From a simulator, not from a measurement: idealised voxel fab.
The following is a process module called voxel gate over fins.
240 nm wide, 5 nm square cells: that's cross-section cut.
Cross-section format: a grid of square cells, given as bands from top to bottom; each band is one or more rows of cells.
This entry defines a band. It first specifies the height of the band's top and the height of its bottom in nm, and then specifies the band's materials from left to right, stating each material with its width in nm. The word "everywhere" identifies a single material that fills the band from edge to edge, while the word "air" identifies empty space.
All heights in this document are referenced to 0, defined as the level beneath which the wafer, as received, consists entirely of one material. The lowest band is not bounded below; it extends indefinitely downward and is written in the form "top 0, no bottom".
The notation "30->40" denotes a width that varies across the rows of cells in the band, beginning at the first number in the top row, finishing at the second number in the bottom row, and changing by an identical amount from each row to the next.
Take "all unchanged" at face value: in the step it is given for, the cross-section changed in none of its cells.
Basically, "Closed void listing" tells you about the enclosed voids: empty spaces with no open way to the top, 8 cells or bigger, each written width x height at distance, where distance is from the left edge, all in nm.
It should be noted that, on the line of a given step, the content following the step's settings is a remark produced by the simulator itself with respect to that step.
Steps that use a mask can have "overlay nm" on their line. It says how far the mask sat to the right of where it was meant to be. Negative means to the left.

Set out below are the planned steps of the process:
1,RECEIVE [material Si]
2,CONFORMAL_DEP [material SiN] [thk nm 5]
3,PATTERN [tone cover] [mask id FINS] [material resist] [width nm 15] [pitch nm 55] [thk nm 20] [overlay nm 0]
4,DIRECTIONAL_ETCH [etch materials SiN] [depth nm 5]
5,DIRECTIONAL_ETCH [etch materials Si] [depth nm 40]
6,STRIP [etch materials resist]
7,FILL_DEP [material SiO2] [thk nm 5]
8,CMP [height nm 5]
9,MASKED_ETCH [tone open] [mask id RAIL] [width nm 15] [etch materials SiO2] [depth nm 40] [overlay nm 0]
10,CONFORMAL_DEP [material TiN] [thk nm 5]
11,FILL_DEP [material W] [thk nm 10]
12,CMP [height nm 5]
13,SELECTIVE_ETCH [etch materials W Ru TiN] [depth nm 25]
14,FILL_DEP [material SiO2] [thk nm 5]
15,CMP [height nm 5]
16,SELECTIVE_ETCH [etch materials SiO2] [depth nm 20]
17,STRIP [etch materials SiN]
18,CONFORMAL_DEP [material HfO2] [thk nm 5]
19,CONFORMAL_DEP [material TiN] [thk nm 5]
20,CONFORMAL_DEP [material TiAl] [thk nm 5]
21,CONFORMAL_DEP [material TiN] [thk nm 5]
22,FILL_DEP [material W] [thk nm 15]
23,CMP [height nm 30]
24,CONFORMAL_DEP [material SiCN] [thk nm 5]

First of two wafers, processed according to plan:

As-received state of the wafer in cross-section, equivalent to post-step 1:
* top 0, no bottom  Si everywhere
* Closed void listing: none

Once step 2 is through, the wafer looks like this in cross-section:
* top 5, bottom 0  SiN everywhere
* All layers under 0 are left as they were.

Once step 3 is through, the wafer looks like this in cross-section:
* top 25, bottom 5  55 nm air / 15 nm resist / 40 nm air / 15 nm resist / 40 nm air / 15 nm resist / 60 nm air
* All layers under 5 are left as they were.

Once step 4 is through, the wafer looks like this in cross-section:
* top 25, bottom 5  55 nm air / 15 nm resist / 40 nm air / 15 nm resist / 40 nm air / 15 nm resist / 60 nm air
* top 5, bottom 0  55 nm air / 15 nm SiN / 40 nm air / 15 nm SiN / 40 nm air / 15 nm SiN / 60 nm air
* All layers under 0 are left as they were.

Once step 5 is through, the wafer looks like this in cross-section:
* top 25, bottom 5  55 nm air / 15 nm resist / 40 nm air / 15 nm resist / 40 nm air / 15 nm resist / 60 nm air
* top 5, bottom 0  55 nm air / 15 nm SiN / 40 nm air / 15 nm SiN / 40 nm air / 15 nm SiN / 60 nm air
* top 0, bottom -40  55 nm air / 15 nm Si / 40 nm air / 15 nm Si / 40 nm air / 15 nm Si / 60 nm air
* All layers under -40 are left as they were.

Once step 6 is through, the wafer looks like this in cross-section:
* top 5, bottom 0  55 nm air / 15 nm SiN / 40 nm air / 15 nm SiN / 40 nm air / 15 nm SiN / 60 nm air
* All layers under 0 are left as they were.

Once step 7 is through, the wafer looks like this in cross-section:
* top 10, bottom 5  SiO2 everywhere
* top 5, bottom 0  55 nm SiO2 / 15 nm SiN / 40 nm SiO2 / 15 nm SiN / 40 nm SiO2 / 15 nm SiN / 60 nm SiO2
* top 0, bottom -40  55 nm SiO2 / 15 nm Si / 40 nm SiO2 / 15 nm Si / 40 nm SiO2 / 15 nm Si / 60 nm SiO2
* All layers under -40 are left as they were.

Once step 8 is through, the wafer looks like this in cross-section:
* top 5, bottom 0  55 nm SiO2 / 15 nm SiN / 40 nm SiO2 / 15 nm SiN / 40 nm SiO2 / 15 nm SiN / 60 nm SiO2
* All layers under 0 are left as they were.

Once step 9 is through, the wafer looks like this in cross-section:
* top 5, bottom 0  55 nm SiO2 / 15 nm SiN / 10 nm SiO2 / 15 nm air / 15 nm SiO2 / 15 nm SiN / 40 nm SiO2 / 15 nm SiN / 60 nm SiO2
* top 0, bottom -35  55 nm SiO2 / 15 nm Si / 10 nm SiO2 / 15 nm air / 15 nm SiO2 / 15 nm Si / 40 nm SiO2 / 15 nm Si / 60 nm SiO2
* All layers under -35 are left as they were.

Once step 10 is through, the wafer looks like this in cross-section:
* top 10, bottom 5  85 nm TiN / 5 nm air / 150 nm TiN
* top 5, bottom 0  55 nm SiO2 / 15 nm SiN / 10 nm SiO2 / 5 nm TiN / 5 nm air / 5 nm TiN / 15 nm SiO2 / 15 nm SiN / 40 nm SiO2 / 15 nm SiN / 60 nm SiO2
* top 0, bottom -30  55 nm SiO2 / 15 nm Si / 10 nm SiO2 / 5 nm TiN / 5 nm air / 5 nm TiN / 15 nm SiO2 / 15 nm Si / 40 nm SiO2 / 15 nm Si / 60 nm SiO2
* top -30, bottom -35  55 nm SiO2 / 15 nm Si / 10 nm SiO2 / 15 nm TiN / 15 nm SiO2 / 15 nm Si / 40 nm SiO2 / 15 nm Si / 60 nm SiO2
* All layers under -35 are left as they were.

Once step 11 is through, the wafer looks like this in cross-section:
* top 20, bottom 10  W everywhere
* top 10, bottom 5  85 nm TiN / 5 nm W / 150 nm TiN
* top 5, bottom 0  55 nm SiO2 / 15 nm SiN / 10 nm SiO2 / 5 nm TiN / 5 nm W / 5 nm TiN / 15 nm SiO2 / 15 nm SiN / 40 nm SiO2 / 15 nm SiN / 60 nm SiO2
* top 0, bottom -30  55 nm SiO2 / 15 nm Si / 10 nm SiO2 / 5 nm TiN / 5 nm W / 5 nm TiN / 15 nm SiO2 / 15 nm Si / 40 nm SiO2 / 15 nm Si / 60 nm SiO2
* All layers under -30 are left as they were.

Once step 12 is through, the wafer looks like this in cross-section:
* top 5, bottom 0  55 nm SiO2 / 15 nm SiN / 10 nm SiO2 / 5 nm TiN / 5 nm W / 5 nm TiN / 15 nm SiO2 / 15 nm SiN / 40 nm SiO2 / 15 nm SiN / 60 nm SiO2
* All layers under 0 are left as they were.

Once step 13 is through, the wafer looks like this in cross-section:
* top 5, bottom 0  55 nm SiO2 / 15 nm SiN / 10 nm SiO2 / 15 nm air / 15 nm SiO2 / 15 nm SiN / 40 nm SiO2 / 15 nm SiN / 60 nm SiO2
* top 0, bottom -20  55 nm SiO2 / 15 nm Si / 10 nm SiO2 / 15 nm air / 15 nm SiO2 / 15 nm Si / 40 nm SiO2 / 15 nm Si / 60 nm SiO2
* All layers under -20 are left as they were.

Once step 14 is through, the wafer looks like this in cross-section:
* top 10, bottom 5  SiO2 everywhere
* top 5, bottom 0  55 nm SiO2 / 15 nm SiN / 40 nm SiO2 / 15 nm SiN / 40 nm SiO2 / 15 nm SiN / 60 nm SiO2
* top 0, bottom -20  55 nm SiO2 / 15 nm Si / 40 nm SiO2 / 15 nm Si / 40 nm SiO2 / 15 nm Si / 60 nm SiO2
* All layers under -20 are left as they were.

Once step 15 is through, the wafer looks like this in cross-section:
* top 5, bottom 0  55 nm SiO2 / 15 nm SiN / 40 nm SiO2 / 15 nm SiN / 40 nm SiO2 / 15 nm SiN / 60 nm SiO2
* All layers under 0 are left as they were.

Once step 16 is through, the wafer looks like this in cross-section:
* top 5, bottom 0  55 nm air / 15 nm SiN / 40 nm air / 15 nm SiN / 40 nm air / 15 nm SiN / 60 nm air
* top 0, bottom -15  55 nm air / 15 nm Si / 40 nm air / 15 nm Si / 40 nm air / 15 nm Si / 60 nm air
* All layers under -15 are left as they were.

Once step 17 is through, the wafer looks like this in cross-section:
* top 0, bottom -15  55 nm air / 15 nm Si / 40 nm air / 15 nm Si / 40 nm air / 15 nm Si / 60 nm air
* All layers under -15 are left as they were.

Once step 18 is through, the wafer looks like this in cross-section:
* top 5, bottom 0  50 nm air / 25 nm HfO2 / 30 nm air / 25 nm HfO2 / 30 nm air / 25 nm HfO2 / 55 nm air
* top 0, bottom -10  50 nm air / 5 nm HfO2 / 15 nm Si / 5 nm HfO2 / 30 nm air / 5 nm HfO2 / 15 nm Si / 5 nm HfO2 / 30 nm air / 5 nm HfO2 / 15 nm Si / 5 nm HfO2 / 55 nm air
* top -10, bottom -15  55 nm HfO2 / 15 nm Si / 40 nm HfO2 / 15 nm Si / 40 nm HfO2 / 15 nm Si / 60 nm HfO2
* All layers under -15 are left as they were.

Once step 19 is through, the wafer looks like this in cross-section:
* top 10, bottom 5  45 nm air / 35 nm TiN / 20 nm air / 35 nm TiN / 20 nm air / 35 nm TiN / 50 nm air
* top 5, bottom 0  45 nm air / 5 nm TiN / 25 nm HfO2 / 5 nm TiN / 20 nm air / 5 nm TiN / 25 nm HfO2 / 5 nm TiN / 20 nm air / 5 nm TiN / 25 nm HfO2 / 5 nm TiN / 50 nm air
* top 0, bottom -5  45 nm air / 5 nm TiN / 5 nm HfO2 / 15 nm Si / 5 nm HfO2 / 5 nm TiN / 20 nm air / 5 nm TiN / 5 nm HfO2 / 15 nm Si / 5 nm HfO2 / 5 nm TiN / 20 nm air / 5 nm TiN / 5 nm HfO2 / 15 nm Si / 5 nm HfO2 / 5 nm TiN / 50 nm air
* top -5, bottom -10  50 nm TiN / 5 nm HfO2 / 15 nm Si / 5 nm HfO2 / 30 nm TiN / 5 nm HfO2 / 15 nm Si / 5 nm HfO2 / 30 nm TiN / 5 nm HfO2 / 15 nm Si / 5 nm HfO2 / 55 nm TiN
* All layers under -10 are left as they were.

Once step 20 is through, the wafer looks like this in cross-section:
* top 15, bottom 10  40 nm air / 45 nm TiAl / 10 nm air / 45 nm TiAl / 10 nm air / 45 nm TiAl / 45 nm air
* top 10, bottom 5  40 nm air / 5 nm TiAl / 35 nm TiN / 5 nm TiAl / 10 nm air / 5 nm TiAl / 35 nm TiN / 5 nm TiAl / 10 nm air / 5 nm TiAl / 35 nm TiN / 5 nm TiAl / 45 nm air
* top 5, bottom 0  40 nm air / 5 nm TiAl / 5 nm TiN / 25 nm HfO2 / 5 nm TiN / 5 nm TiAl / 10 nm air / 5 nm TiAl / 5 nm TiN / 25 nm HfO2 / 5 nm TiN / 5 nm TiAl / 10 nm air / 5 nm TiAl / 5 nm TiN / 25 nm HfO2 / 5 nm TiN / 5 nm TiAl / 45 nm air
* top 0, bottom -5  45 nm TiAl / 5 nm TiN / 5 nm HfO2 / 15 nm Si / 5 nm HfO2 / 5 nm TiN / 20 nm TiAl / 5 nm TiN / 5 nm HfO2 / 15 nm Si / 5 nm HfO2 / 5 nm TiN / 20 nm TiAl / 5 nm TiN / 5 nm HfO2 / 15 nm Si / 5 nm HfO2 / 5 nm TiN / 50 nm TiAl
* All layers under -5 are left as they were.

Once step 21 is through, the wafer looks like this in cross-section:
* top 20, bottom 15  35 nm air / 165 nm TiN / 40 nm air
* top 15, bottom 10  35 nm air / 5 nm TiN / 45 nm TiAl / 10 nm TiN / 45 nm TiAl / 10 nm TiN / 45 nm TiAl / 5 nm TiN / 40 nm air
* top 10, bottom 5  35 nm air / 5 nm TiN / 5 nm TiAl / 35 nm TiN / 5 nm TiAl / 10 nm TiN / 5 nm TiAl / 35 nm TiN / 5 nm TiAl / 10 nm TiN / 5 nm TiAl / 35 nm TiN / 5 nm TiAl / 5 nm TiN / 40 nm air
* top 5, bottom 0  40 nm TiN / 5 nm TiAl / 5 nm TiN / 25 nm HfO2 / 5 nm TiN / 5 nm TiAl / 10 nm TiN / 5 nm TiAl / 5 nm TiN / 25 nm HfO2 / 5 nm TiN / 5 nm TiAl / 10 nm TiN / 5 nm TiAl / 5 nm TiN / 25 nm HfO2 / 5 nm TiN / 5 nm TiAl / 45 nm TiN
* All layers under 0 are left as they were.

Once step 22 is through, the wafer looks like this in cross-section:
* top 35, bottom 20  W everywhere
* top 20, bottom 15  35 nm W / 165 nm TiN / 40 nm W
* top 15, bottom 10  35 nm W / 5 nm TiN / 45 nm TiAl / 10 nm TiN / 45 nm TiAl / 10 nm TiN / 45 nm TiAl / 5 nm TiN / 40 nm W
* top 10, bottom 5  35 nm W / 5 nm TiN / 5 nm TiAl / 35 nm TiN / 5 nm TiAl / 10 nm TiN / 5 nm TiAl / 35 nm TiN / 5 nm TiAl / 10 nm TiN / 5 nm TiAl / 35 nm TiN / 5 nm TiAl / 5 nm TiN / 40 nm W
* All layers under 5 are left as they were.

Once step 23 is through, the wafer looks like this in cross-section:
* top 30, bottom 20  W everywhere
* All layers under 20 are left as they were.

Once step 24 is through, the wafer looks like this in cross-section:
* top 35, bottom 30  SiCN everywhere
* All layers under 30 are left as they were.

Here the second wafer is described. Its start and its plan were those of the first wafer. Its run contained one mistake. Up to and including step 2, it did exactly what the first wafer did:

Second wafer profile in section, at the moment step 3 of the plan was meant to be complete:
* top 25, bottom 5  55 nm air / 20 nm resist / 35 nm air / 20 nm resist / 35 nm air / 20 nm resist / 55 nm air
* All layers under 5 are left as they were.

Second wafer profile in section, at the moment step 4 of the plan was meant to be complete:
* top 25, bottom 5  55 nm air / 20 nm resist / 35 nm air / 20 nm resist / 35 nm air / 20 nm resist / 55 nm air
* top 5, bottom 0  55 nm air / 20 nm SiN / 35 nm air / 20 nm SiN / 35 nm air / 20 nm SiN / 55 nm air
* All layers under 0 are left as they were.

Second wafer profile in section, at the moment step 5 of the plan was meant to be complete:
* top 25, bottom 5  55 nm air / 20 nm resist / 35 nm air / 20 nm resist / 35 nm air / 20 nm resist / 55 nm air
* top 5, bottom 0  55 nm air / 20 nm SiN / 35 nm air / 20 nm SiN / 35 nm air / 20 nm SiN / 55 nm air
* top 0, bottom -40  55 nm air / 20 nm Si / 35 nm air / 20 nm Si / 35 nm air / 20 nm Si / 55 nm air
* All layers under -40 are left as they were.

Second wafer profile in section, at the moment step 6 of the plan was meant to be complete:
* top 5, bottom 0  55 nm air / 20 nm SiN / 35 nm air / 20 nm SiN / 35 nm air / 20 nm SiN / 55 nm air
* All layers under 0 are left as they were.

Second wafer profile in section, at the moment step 7 of the plan was meant to be complete:
* top 10, bottom 5  SiO2 everywhere
* top 5, bottom 0  55 nm SiO2 / 20 nm SiN / 35 nm SiO2 / 20 nm SiN / 35 nm SiO2 / 20 nm SiN / 55 nm SiO2
* top 0, bottom -40  55 nm SiO2 / 20 nm Si / 35 nm SiO2 / 20 nm Si / 35 nm SiO2 / 20 nm Si / 55 nm SiO2
* All layers under -40 are left as they were.

Second wafer profile in section, at the moment step 8 of the plan was meant to be complete:
* top 5, bottom 0  55 nm SiO2 / 20 nm SiN / 35 nm SiO2 / 20 nm SiN / 35 nm SiO2 / 20 nm SiN / 55 nm SiO2
* All layers under 0 are left as they were.

Second wafer profile in section, at the moment step 9 of the plan was meant to be complete:
* top 5, bottom 0  55 nm SiO2 / 20 nm SiN / 5 nm SiO2 / 15 nm air / 15 nm SiO2 / 20 nm SiN / 35 nm SiO2 / 20 nm SiN / 55 nm SiO2
* top 0, bottom -35  55 nm SiO2 / 20 nm Si / 5 nm SiO2 / 15 nm air / 15 nm SiO2 / 20 nm Si / 35 nm SiO2 / 20 nm Si / 55 nm SiO2
* All layers under -35 are left as they were.

Second wafer profile in section, at the moment step 10 of the plan was meant to be complete:
* top 10, bottom 5  85 nm TiN / 5 nm air / 150 nm TiN
* top 5, bottom 0  55 nm SiO2 / 20 nm SiN / 5 nm SiO2 / 5 nm TiN / 5 nm air / 5 nm TiN / 15 nm SiO2 / 20 nm SiN / 35 nm SiO2 / 20 nm SiN / 55 nm SiO2
* top 0, bottom -30  55 nm SiO2 / 20 nm Si / 5 nm SiO2 / 5 nm TiN / 5 nm air / 5 nm TiN / 15 nm SiO2 / 20 nm Si / 35 nm SiO2 / 20 nm Si / 55 nm SiO2
* top -30, bottom -35  55 nm SiO2 / 20 nm Si / 5 nm SiO2 / 15 nm TiN / 15 nm SiO2 / 20 nm Si / 35 nm SiO2 / 20 nm Si / 55 nm SiO2
* All layers under -35 are left as they were.

Second wafer profile in section, at the moment step 11 of the plan was meant to be complete:
* top 20, bottom 10  W everywhere
* top 10, bottom 5  85 nm TiN / 5 nm W / 150 nm TiN
* top 5, bottom 0  55 nm SiO2 / 20 nm SiN / 5 nm SiO2 / 5 nm TiN / 5 nm W / 5 nm TiN / 15 nm SiO2 / 20 nm SiN / 35 nm SiO2 / 20 nm SiN / 55 nm SiO2
* top 0, bottom -30  55 nm SiO2 / 20 nm Si / 5 nm SiO2 / 5 nm TiN / 5 nm W / 5 nm TiN / 15 nm SiO2 / 20 nm Si / 35 nm SiO2 / 20 nm Si / 55 nm SiO2
* All layers under -30 are left as they were.

Second wafer profile in section, at the moment step 12 of the plan was meant to be complete:
* top 5, bottom 0  55 nm SiO2 / 20 nm SiN / 5 nm SiO2 / 5 nm TiN / 5 nm W / 5 nm TiN / 15 nm SiO2 / 20 nm SiN / 35 nm SiO2 / 20 nm SiN / 55 nm SiO2
* All layers under 0 are left as they were.

Second wafer profile in section, at the moment step 13 of the plan was meant to be complete:
* top 5, bottom 0  55 nm SiO2 / 20 nm SiN / 5 nm SiO2 / 15 nm air / 15 nm SiO2 / 20 nm SiN / 35 nm SiO2 / 20 nm SiN / 55 nm SiO2
* top 0, bottom -20  55 nm SiO2 / 20 nm Si / 5 nm SiO2 / 15 nm air / 15 nm SiO2 / 20 nm Si / 35 nm SiO2 / 20 nm Si / 55 nm SiO2
* All layers under -20 are left as they were.

Second wafer profile in section, at the moment step 14 of the plan was meant to be complete:
* top 10, bottom 5  SiO2 everywhere
* top 5, bottom 0  55 nm SiO2 / 20 nm SiN / 35 nm SiO2 / 20 nm SiN / 35 nm SiO2 / 20 nm SiN / 55 nm SiO2
* top 0, bottom -20  55 nm SiO2 / 20 nm Si / 35 nm SiO2 / 20 nm Si / 35 nm SiO2 / 20 nm Si / 55 nm SiO2
* All layers under -20 are left as they were.

Second wafer profile in section, at the moment step 15 of the plan was meant to be complete:
* top 5, bottom 0  55 nm SiO2 / 20 nm SiN / 35 nm SiO2 / 20 nm SiN / 35 nm SiO2 / 20 nm SiN / 55 nm SiO2
* All layers under 0 are left as they were.

Second wafer profile in section, at the moment step 16 of the plan was meant to be complete:
* top 5, bottom 0  55 nm air / 20 nm SiN / 35 nm air / 20 nm SiN / 35 nm air / 20 nm SiN / 55 nm air
* top 0, bottom -15  55 nm air / 20 nm Si / 35 nm air / 20 nm Si / 35 nm air / 20 nm Si / 55 nm air
* All layers under -15 are left as they were.

Second wafer profile in section, at the moment step 17 of the plan was meant to be complete:
* top 0, bottom -15  55 nm air / 20 nm Si / 35 nm air / 20 nm Si / 35 nm air / 20 nm Si / 55 nm air
* All layers under -15 are left as they were.

Second wafer profile in section, at the moment step 18 of the plan was meant to be complete:
* top 5, bottom 0  50 nm air / 30 nm HfO2 / 25 nm air / 30 nm HfO2 / 25 nm air / 30 nm HfO2 / 50 nm air
* top 0, bottom -10  50 nm air / 5 nm HfO2 / 20 nm Si / 5 nm HfO2 / 25 nm air / 5 nm HfO2 / 20 nm Si / 5 nm HfO2 / 25 nm air / 5 nm HfO2 / 20 nm Si / 5 nm HfO2 / 50 nm air
* top -10, bottom -15  55 nm HfO2 / 20 nm Si / 35 nm HfO2 / 20 nm Si / 35 nm HfO2 / 20 nm Si / 55 nm HfO2
* All layers under -15 are left as they were.

Second wafer profile in section, at the moment step 19 of the plan was meant to be complete:
* top 10, bottom 5  45 nm air / 40 nm TiN / 15 nm air / 40 nm TiN / 15 nm air / 40 nm TiN / 45 nm air
* top 5, bottom 0  45 nm air / 5 nm TiN / 30 nm HfO2 / 5 nm TiN / 15 nm air / 5 nm TiN / 30 nm HfO2 / 5 nm TiN / 15 nm air / 5 nm TiN / 30 nm HfO2 / 5 nm TiN / 45 nm air
* top 0, bottom -5  45 nm air / 5 nm TiN / 5 nm HfO2 / 20 nm Si / 5 nm HfO2 / 5 nm TiN / 15 nm air / 5 nm TiN / 5 nm HfO2 / 20 nm Si / 5 nm HfO2 / 5 nm TiN / 15 nm air / 5 nm TiN / 5 nm HfO2 / 20 nm Si / 5 nm HfO2 / 5 nm TiN / 45 nm air
* top -5, bottom -10  50 nm TiN / 5 nm HfO2 / 20 nm Si / 5 nm HfO2 / 25 nm TiN / 5 nm HfO2 / 20 nm Si / 5 nm HfO2 / 25 nm TiN / 5 nm HfO2 / 20 nm Si / 5 nm HfO2 / 50 nm TiN
* All layers under -10 are left as they were.

Second wafer profile in section, at the moment step 20 of the plan was meant to be complete:
* top 15, bottom 10  40 nm air / 50 nm TiAl / 5 nm air / 50 nm TiAl / 5 nm air / 50 nm TiAl / 40 nm air
* top 10, bottom 5  40 nm air / 5 nm TiAl / 40 nm TiN / 5 nm TiAl / 5 nm air / 5 nm TiAl / 40 nm TiN / 5 nm TiAl / 5 nm air / 5 nm TiAl / 40 nm TiN / 5 nm TiAl / 40 nm air
* top 5, bottom 0  40 nm air / 5 nm TiAl / 5 nm TiN / 30 nm HfO2 / 5 nm TiN / 5 nm TiAl / 5 nm air / 5 nm TiAl / 5 nm TiN / 30 nm HfO2 / 5 nm TiN / 5 nm TiAl / 5 nm air / 5 nm TiAl / 5 nm TiN / 30 nm HfO2 / 5 nm TiN / 5 nm TiAl / 40 nm air
* top 0, bottom -5  45 nm TiAl / 5 nm TiN / 5 nm HfO2 / 20 nm Si / 5 nm HfO2 / 5 nm TiN / 15 nm TiAl / 5 nm TiN / 5 nm HfO2 / 20 nm Si / 5 nm HfO2 / 5 nm TiN / 15 nm TiAl / 5 nm TiN / 5 nm HfO2 / 20 nm Si / 5 nm HfO2 / 5 nm TiN / 45 nm TiAl
* All layers under -5 are left as they were.

Second wafer profile in section, at the moment step 21 of the plan was meant to be complete:
* top 20, bottom 15  35 nm air / 170 nm TiN / 35 nm air
* top 15, bottom 10  35 nm air / 5 nm TiN / 50 nm TiAl / 5 nm TiN / 50 nm TiAl / 5 nm TiN / 50 nm TiAl / 5 nm TiN / 35 nm air
* top 10, bottom 5  35 nm air / 5 nm TiN / 5 nm TiAl / 40 nm TiN / 5 nm TiAl / 5 nm TiN / 5 nm TiAl / 40 nm TiN / 5 nm TiAl / 5 nm TiN / 5 nm TiAl / 40 nm TiN / 5 nm TiAl / 5 nm TiN / 35 nm air
* top 5, bottom 0  40 nm TiN / 5 nm TiAl / 5 nm TiN / 30 nm HfO2 / 5 nm TiN / 5 nm TiAl / 5 nm TiN / 5 nm TiAl / 5 nm TiN / 30 nm HfO2 / 5 nm TiN / 5 nm TiAl / 5 nm TiN / 5 nm TiAl / 5 nm TiN / 30 nm HfO2 / 5 nm TiN / 5 nm TiAl / 40 nm TiN
* All layers under 0 are left as they were.

Second wafer profile in section, at the moment step 22 of the plan was meant to be complete:
* top 35, bottom 20  W everywhere
* top 20, bottom 15  35 nm W / 170 nm TiN / 35 nm W
* top 15, bottom 10  35 nm W / 5 nm TiN / 50 nm TiAl / 5 nm TiN / 50 nm TiAl / 5 nm TiN / 50 nm TiAl / 5 nm TiN / 35 nm W
* top 10, bottom 5  35 nm W / 5 nm TiN / 5 nm TiAl / 40 nm TiN / 5 nm TiAl / 5 nm TiN / 5 nm TiAl / 40 nm TiN / 5 nm TiAl / 5 nm TiN / 5 nm TiAl / 40 nm TiN / 5 nm TiAl / 5 nm TiN / 35 nm W
* All layers under 5 are left as they were.

Second wafer profile in section, at the moment step 23 of the plan was meant to be complete:
* top 30, bottom 20  W everywhere
* All layers under 20 are left as they were.

Second wafer profile in section, at the moment step 24 of the plan was meant to be complete:
* top 35, bottom 30  SiCN everywhere
* All layers under 30 are left as they were.
The plan and the run diverged here: step 3 off recipe, ran as PATTERN [tone cover] [mask id FINS] [material resist] [width nm 20] [pitch nm 55] [thk nm 20] [overlay nm 0]
Looking at both finished wafers in cells, the second ends up ahead of or behind the first on some materials: Si +24; SiO2 -15; TiN -6; W -3
